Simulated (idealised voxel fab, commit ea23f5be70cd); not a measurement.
Title: Process Module voxel self aligned vias
cross-section cut | 175 nm wide | cells 5 nm
Format of a cross-section: grid, square cells. Given as bands. Order: top down. Band: one or more rows of cells.
Read a band's entry like this: the first values are the height of its top and the height of its bottom in nm, and what follows is the sequence of materials from left to right, each with its width in nm. Note that "blank" is empty space, and that a single material marked "throughout" reaches across the band from edge to edge.
Below 0: as-received wafer, all one material; heights counted from there. Lowest band: no bottom, goes on down, written "0 nm and below".
The width entry "30..40" should be interpreted row by row: the top row of cells in the band takes the first number, the bottom row takes the second number, and the change between adjacent rows is uniform throughout.
A step reported as "changes: none" is a step in which no cell of the cross-section changed.
Empty spaces counting at least 8 cells and having no open way to the top are listed in "Trapped cavities". The notation width x height at distance is used for each, the distance being from the left edge and all three values in nm.
Formally, on a step line, whatever follows the settings is a remark that the simulator itself makes on the step.
overlay nm: how far to the right of its planned place the mask lay on this masked step (negative: to the left).
Listed below are the process steps as planned:
1,RECEIVE (material Si)
2,CONFORMAL_DEP (material SiO2; thk nm 15)
3,CONFORMAL_DEP (material SiCN; thk nm 5)
4,DIRECTIONAL_DEP (material lowk; thk nm 25)
5,DIRECTIONAL_DEP (material aC; thk nm 15)
6,PATTERN (tone open; mask id LINES; material resist; width nm 25; pitch nm 65; thk nm 35; overlay nm 0)
7,DIRECTIONAL_ETCH (etch materials aC; depth nm 15)
8,STRIP (etch materials resist)
9,DIRECTIONAL_ETCH (etch materials lowk; depth nm 25)
10,STRIP (etch materials aC)
11,CONFORMAL_DEP (material TiN; thk nm 5)
12,FILL_DEP (material W; thk nm 10)
13,CMP (height nm 45)
14,SELECTIVE_ETCH (etch materials W Ru TiN; depth nm 5)
15,FILL_DEP (material SiN; thk nm 5)
16,CMP (height nm 45)
17,DIRECTIONAL_DEP (material lowk; thk nm 15)
18,MASKED_ETCH (tone open; mask id VIAS; width nm 35; etch materials lowk; depth nm 15; overlay nm 0)
19,MASKED_ETCH (tone open; mask id VIAS; width nm 35; etch materials SiN; depth nm 5; overlay nm 0)
20,CONFORMAL_DEP (material TiN; thk nm 5)
21,FILL_DEP (material Cu; thk nm 5)
22,CMP (height nm 60)
23,CONFORMAL_DEP (material SiN; thk nm 5)
Below: the first of two wafers, run as planned:
Wafer at receipt (post step 1), cross-section:
	0 nm and below = Si throughout
	Trapped cavities: none
Step 2 complete: cross-section through the wafer:
	15 nm to 0 nm = SiO2 throughout
	Everything below 0 is unchanged.
Step 3 complete: cross-section through the wafer:
	20 nm to 15 nm = SiCN throughout
	Everything below 15 is unchanged.
Step 4 complete: cross-section through the wafer:
	45 nm to 20 nm = lowk throughout
	Everything below 20 is unchanged.
Step 5 complete: cross-section through the wafer:
	60 nm to 45 nm = aC throughout
	Everything below 45 is unchanged.
Step 6 complete: cross-section through the wafer:
	95 nm to 60 nm = 40 of resist / 25 of blank / 40 of resist / 25 of blank / 45 of resist
	Everything below 60 is unchanged.
Step 7 complete: cross-section through the wafer:
	80 nm to 60 nm = 40 of resist / 25 of blank / 40 of resist / 25 of blank / 45 of resist
	60 nm to 45 nm = 40 of aC / 25 of blank / 40 of aC / 25 of blank / 45 of aC
	Everything below 45 is unchanged.
Step 8 complete: cross-section through the wafer:
	60 nm to 45 nm = 40 of aC / 25 of blank / 40 of aC / 25 of blank / 45 of aC
	Everything below 45 is unchanged.
Step 9 complete: cross-section through the wafer:
	60 nm to 45 nm = 40 of aC / 25 of blank / 40 of aC / 25 of blank / 45 of aC
	45 nm to 20 nm = 40 of lowk / 25 of blank / 40 of lowk / 25 of blank / 45 of lowk
	Everything below 20 is unchanged.
Step 10 complete: cross-section through the wafer:
	45 nm to 20 nm = 40 of lowk / 25 of blank / 40 of lowk / 25 of blank / 45 of lowk
	Everything below 20 is unchanged.
Step 11 complete: cross-section through the wafer:
	50 nm to 45 nm = 45 of TiN / 15 of blank / 50 of TiN / 15 of blank / 50 of TiN
	45 nm to 25 nm = 40 of lowk / 5 of TiN / 15 of blank / 5 of TiN / 40 of lowk / 5 of TiN / 15 of blank / 5 of TiN / 45 of lowk
	25 nm to 20 nm = 40 of lowk / 25 of TiN / 40 of lowk / 25 of TiN / 45 of lowk
	Everything below 20 is unchanged.
Step 12 complete: cross-section through the wafer:
	60 nm to 50 nm = W throughout
	50 nm to 45 nm = 45 of TiN / 15 of W / 50 of TiN / 15 of W / 50 of TiN
	45 nm to 25 nm = 40 of lowk / 5 of TiN / 15 of W / 5 of TiN / 40 of lowk / 5 of TiN / 15 of W / 5 of TiN / 45 of lowk
	Everything below 25 is unchanged.
Step 13 complete: cross-section through the wafer:
	45 nm to 25 nm = 40 of lowk / 5 of TiN / 15 of W / 5 of TiN / 40 of lowk / 5 of TiN / 15 of W / 5 of TiN / 45 of lowk
	Everything below 25 is unchanged.
Step 14 complete: cross-section through the wafer:
	45 nm to 40 nm = 40 of lowk / 25 of blank / 40 of lowk / 25 of blank / 45 of lowk
	Everything below 40 is unchanged.
Step 15 complete: cross-section through the wafer:
	50 nm to 45 nm = SiN throughout
	45 nm to 40 nm = 40 of lowk / 25 of SiN / 40 of lowk / 25 of SiN / 45 of lowk
	Everything below 40 is unchanged.
Step 16 complete: cross-section through the wafer:
	45 nm to 40 nm = 40 of lowk / 25 of SiN / 40 of lowk / 25 of SiN / 45 of lowk
	Everything below 40 is unchanged.
Step 17 complete: cross-section through the wafer:
	60 nm to 45 nm = lowk throughout
	Everything below 45 is unchanged.
Step 18 complete: cross-section through the wafer:
	60 nm to 45 nm = 35 of lowk / 35 of blank / 105 of lowk
	Everything below 45 is unchanged.
Step 19 complete: cross-section through the wafer:
	60 nm to 45 nm = 35 of lowk / 35 of blank / 105 of lowk
	45 nm to 40 nm = 40 of lowk / 25 of blank / 40 of lowk / 25 of SiN / 45 of lowk
	Everything below 40 is unchanged.
Step 20 complete: cross-section through the wafer:
	65 nm to 60 nm = 40 of TiN / 25 of blank / 110 of TiN
	60 nm to 50 nm = 35 of lowk / 5 of TiN / 25 of blank / 5 of TiN / 105 of lowk
	50 nm to 45 nm = 35 of lowk / 10 of TiN / 15 of blank / 10 of TiN / 105 of lowk
	45 nm to 40 nm = 40 of lowk / 25 of TiN / 40 of lowk / 25 of SiN / 45 of lowk
	Everything below 40 is unchanged.
Step 21 complete: cross-section through the wafer:
	70 nm to 65 nm = Cu throughout
	65 nm to 60 nm = 40 of TiN / 25 of Cu / 110 of TiN
	60 nm to 50 nm = 35 of lowk / 5 of TiN / 25 of Cu / 5 of TiN / 105 of lowk
	50 nm to 45 nm = 35 of lowk / 10 of TiN / 15 of Cu / 10 of TiN / 105 of lowk
	Everything below 45 is unchanged.
Step 22 complete: cross-section through the wafer:
	60 nm to 50 nm = 35 of lowk / 5 of TiN / 25 of Cu / 5 of TiN / 105 of lowk
	Everything below 50 is unchanged.
Step 23 complete: cross-section through the wafer:
	65 nm to 60 nm = SiN throughout
	Everything below 60 is unchanged.
Okay, second wafer. Nothing different at the start, nothing different in the plan, just one mistake somewhere in the running. As far as step 22, counting that step, it's the first wafer all over again:
Second wafer, section view, time point: scheduled end of step 23:
	65 nm to 60 nm = Cu throughout
	Everything below 60 is unchanged.
Against the plan, the run slipped here: in deviation from the planned setting, step 23 was conducted as CONFORMAL_DEP (material Cu; thk nm 5)
It is noted that, at the conclusion of processing, the second wafer exhibits a higher or lower cell count for certain materials relative to the first: +35 Cu | -35 SiN
